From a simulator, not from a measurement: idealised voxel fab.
The document below concerns the process module designated voxel lift off.
FYI the section here is cut, 170 nm wide, cells are 5 nm squares.
In this document a cross-section is written as a grid of square cells. It is given as a series of bands, listed from the top down, and a band is one or more rows of cells.
Look at the band entry: it leads with the top's height and the bottom's height in nm. Then it lists the materials left to right, with a width in nm for each. The word "edge to edge" on a single material says that material fills the band edge to edge. The word "empty" is empty space.
Height 0 is the level under which the wafer as received is all one material. The lowest band goes on downwards, as in "top 0, no bottom".
The expression "30 to 40" gives the width at the extremes of the band, the first number at its top row of cells and the second at its bottom row, with the width changing by equal amounts from each row to the next in between.
No cell of the cross-section changed in a step that is given as "no change occurred".
"Enclosed void list" means: voids of 8 cells or more that are shut off from the top with no open way through. Written width x height at distance, distance from the left edge, in nm.
Read whatever lies past the settings on a step's line as the simulator's own remark about the step.
Steps that use a mask can have "overlay nm" on their line. It says how far the mask sat to the right of where it was meant to be. Negative means to the left.

### Steps planned for the process
step 1: RECEIVE, material Si
step 2: CONFORMAL_DEP, material SiO2, thk nm 5
step 3: PATTERN, tone open, mask id LINES, material resist, width nm 20, pitch nm 60, thk nm 25, overlay nm 0
step 4: DIRECTIONAL_DEP, material Ru, thk nm 15
step 5: STRIP, etch materials resist
step 6: CONFORMAL_DEP, material SiCN, thk nm 5
Heads up: all these wafers start the same, and what changes between them is the width nm in step 3. The value you see in the plan is just what the first wafer got.

### The as-received cross-section of the first of several wafers corresponds to the state after step 1
    top 0, no bottom = Si edge to edge
    Enclosed void list: none

### Once step 6, the last step, is complete, the module is at its end; this is the cross-section of the first of several wafers
    top 25, bottom 20 = empty 40, SiCN 30, empty 30, SiCN 30, empty 40
    top 20, bottom 10 = empty 40, SiCN 5, Ru 20, SiCN 5, empty 30, SiCN 5, Ru 20, SiCN 5, empty 40
    top 10, bottom 5 = SiCN 45, Ru 20, SiCN 40, Ru 20, SiCN 45
    top 5, bottom 0 = SiO2 edge to edge
    top 0, no bottom = Si edge to edge
    Enclosed void list: none

### Cross-sectional depiction of the last of several wafers upon completion of the module
    top 25, bottom 20 = empty 30, SiCN 55, empty 5, SiCN 55, empty 25
    top 20, bottom 10 = empty 30, SiCN 5, Ru 45, SiCN 5, empty 5, SiCN 5, Ru 45, SiCN 5, empty 25
    top 10, bottom 5 = SiCN 35, Ru 45, SiCN 15, Ru 45, SiCN 30
    top 5, bottom 0 = SiO2 edge to edge
    top 0, no bottom = Si edge to edge
    Enclosed void list: none

### Per wafer (row), end of module: delta in cells per material since receipt, (+) for gained, (-) for lost; closed voids after that
width nm 20 | +24 Ru | +46 SiCN | +34 SiO2 | Enclosed void list: none
width nm 25 | +30 Ru | +46 SiCN | +34 SiO2 | Enclosed void list: none
width nm 30 | +36 Ru | +46 SiCN | +34 SiO2 | Enclosed void list: none
width nm 35 | +42 Ru | +46 SiCN | +34 SiO2 | Enclosed void list: none
width nm 40 | +48 Ru | +46 SiCN | +34 SiO2 | Enclosed void list: none
width nm 45 | +54 Ru | +46 SiCN | +34 SiO2 | Enclosed void list: none
